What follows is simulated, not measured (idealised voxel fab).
This section sets out a process module, namely voxel spacer lines.
Xsec cut, 280 nm wide, square cell size 5 nm.
In what follows, cross-sections appear as grids of square cells, described through bands that run from the top down, where every band is one or more rows of cells. Within each band entry, the heights of the top and of the bottom of the band appear first, in that order and in nm; the materials of the band then follow from left to right, each with its corresponding width in nm. The designation "throughout" on a single material indicates that it fills the band from edge to edge; the designation "air" indicates empty space. Ref level 0: as-received wafer is one material below here. Bottom band extends down with no lower bound ("0 nm and below"). Read "30->40" as a graded width: first number on top, second number at the bottom, same change between each pair of neighbouring rows. Where the words "nothing changed" appear for a step, the cross-section shows no cell changed by that step; every cell remained as before. Heads up: "Closed void list" only lists the empty pockets with no open path to the top that are 8 cells or more, and it writes them as width x height at distance, distance from the left edge, in nm. That trailing text on a step's line, after the settings, is the simulator's own remark on the step. Each step line may optionally specify "overlay nm", which for a step with a mask gives the rightward distance between the mask's planned place and where it lay, a negative value indicating the leftward direction.
-- Process steps - plan
1,RECEIVE | material Si
2,CONFORMAL_DEP | material Al2O3 | thk nm 10
3,DIRECTIONAL_DEP | material polySi | thk nm 10
4,DIRECTIONAL_DEP | material aC | thk nm 30
5,PATTERN | tone cover | mask id MANDREL | material resist | width nm 15 | pitch nm 60 | thk nm 40 | overlay nm 0
6,DIRECTIONAL_ETCH | etch materials aC | depth nm 30
7,STRIP | etch materials resist
8,CONFORMAL_DEP | material SiN | thk nm 15
9,DIRECTIONAL_ETCH | etch materials SiN | depth nm 15
10,STRIP | etch materials aC
11,DIRECTIONAL_ETCH | etch materials polySi | depth nm 10
12,STRIP | etch materials SiN
-- First out of two wafers; run went to plan
-- This is the cross-section of the wafer as we received it, i.e. after step 1
* 0 nm and below = Si throughout
* Closed void list: none
-- Take a look at the wafer's cross-section after step 2
* 10 nm to 0 nm = Al2O3 throughout
* Anything lower than 0 is untouched.
-- Take a look at the wafer's cross-section after step 3
* 20 nm to 10 nm = polySi throughout
* Anything lower than 10 is untouched.
-- Take a look at the wafer's cross-section after step 4
* 50 nm to 20 nm = aC throughout
* Anything lower than 20 is untouched.
-- Take a look at the wafer's cross-section after step 5
* 90 nm to 50 nm = 100 air / 15 resist / 45 air / 15 resist / 105 air
* Anything lower than 50 is untouched.
-- Take a look at the wafer's cross-section after step 6
* 60 nm to 50 nm = 100 air / 15 resist / 45 air / 15 resist / 105 air
* 50 nm to 20 nm = 100 air / 15 aC / 45 air / 15 aC / 105 air
* Anything lower than 20 is untouched.
-- Take a look at the wafer's cross-section after step 7
* 50 nm to 20 nm = 100 air / 15 aC / 45 air / 15 aC / 105 air
* Anything lower than 20 is untouched.
-- Take a look at the wafer's cross-section after step 8
* 65 nm to 50 nm = 85 air / 45 SiN / 15 air / 45 SiN / 90 air
* 50 nm to 35 nm = 85 air / 15 SiN / 15 aC / 15 SiN / 15 air / 15 SiN / 15 aC / 15 SiN / 90 air
* 35 nm to 20 nm = 100 SiN / 15 aC / 45 SiN / 15 aC / 105 SiN
* Anything lower than 20 is untouched.
-- Take a look at the wafer's cross-section after step 9
* 50 nm to 20 nm = 85 air / 15 SiN / 15 aC / 15 SiN / 15 air / 15 SiN / 15 aC / 15 SiN / 90 air
* Anything lower than 20 is untouched.
-- Take a look at the wafer's cross-section after step 10
* 50 nm to 20 nm = 85 air / 15 SiN / 15 air / 15 SiN / 15 air / 15 SiN / 15 air / 15 SiN / 90 air
* Anything lower than 20 is untouched.
-- Take a look at the wafer's cross-section after step 11
* 50 nm to 20 nm = 85 air / 15 SiN / 15 air / 15 SiN / 15 air / 15 SiN / 15 air / 15 SiN / 90 air
* 20 nm to 10 nm = 85 air / 15 polySi / 15 air / 15 polySi / 15 air / 15 polySi / 15 air / 15 polySi / 90 air
* Anything lower than 10 is untouched.
-- Take a look at the wafer's cross-section after step 12
* 20 nm to 10 nm = 85 air / 15 polySi / 15 air / 15 polySi / 15 air / 15 polySi / 15 air / 15 polySi / 90 air
* Anything lower than 10 is untouched.
-- The remaining wafer, second of the two, started like the first and was run to the same plan, except that one mistake was made along the way; the two coincide through step 7, inclusive
-- Cross-sectional view of the second wafer at the intended end time of process step 8
* 65 nm to 50 nm = 85 air / 45 polySi / 15 air / 45 polySi / 90 air
* 50 nm to 35 nm = 85 air / 15 polySi / 15 aC / 15 polySi / 15 air / 15 polySi / 15 aC / 15 polySi / 90 air
* 35 nm to 20 nm = 100 polySi / 15 aC / 45 polySi / 15 aC / 105 polySi
* Anything lower than 20 is untouched.
Cross-sectional view of the second wafer at the intended end time of process step 9: nothing changed
Cross-sectional view of the second wafer at the intended end time of process step 10: nothing changed
-- Cross-sectional view of the second wafer at the intended end time of process step 11
* 55 nm to 50 nm = 85 air / 45 polySi / 15 air / 45 polySi / 90 air
* 50 nm to 25 nm = 85 air / 15 polySi / 15 aC / 15 polySi / 15 air / 15 polySi / 15 aC / 15 polySi / 90 air
* Anything lower than 25 is untouched.
Cross-sectional view of the second wafer at the intended end time of process step 12: nothing changed
Deviation noted in wafer processing: step 8 ran with different settings than intended, the actual operation and settings being CONFORMAL_DEP | material polySi | thk nm 15
Once processing is complete, comparing cell counts shows that the second wafer has more or fewer of certain materials than the first: +36 aC; +216 polySi
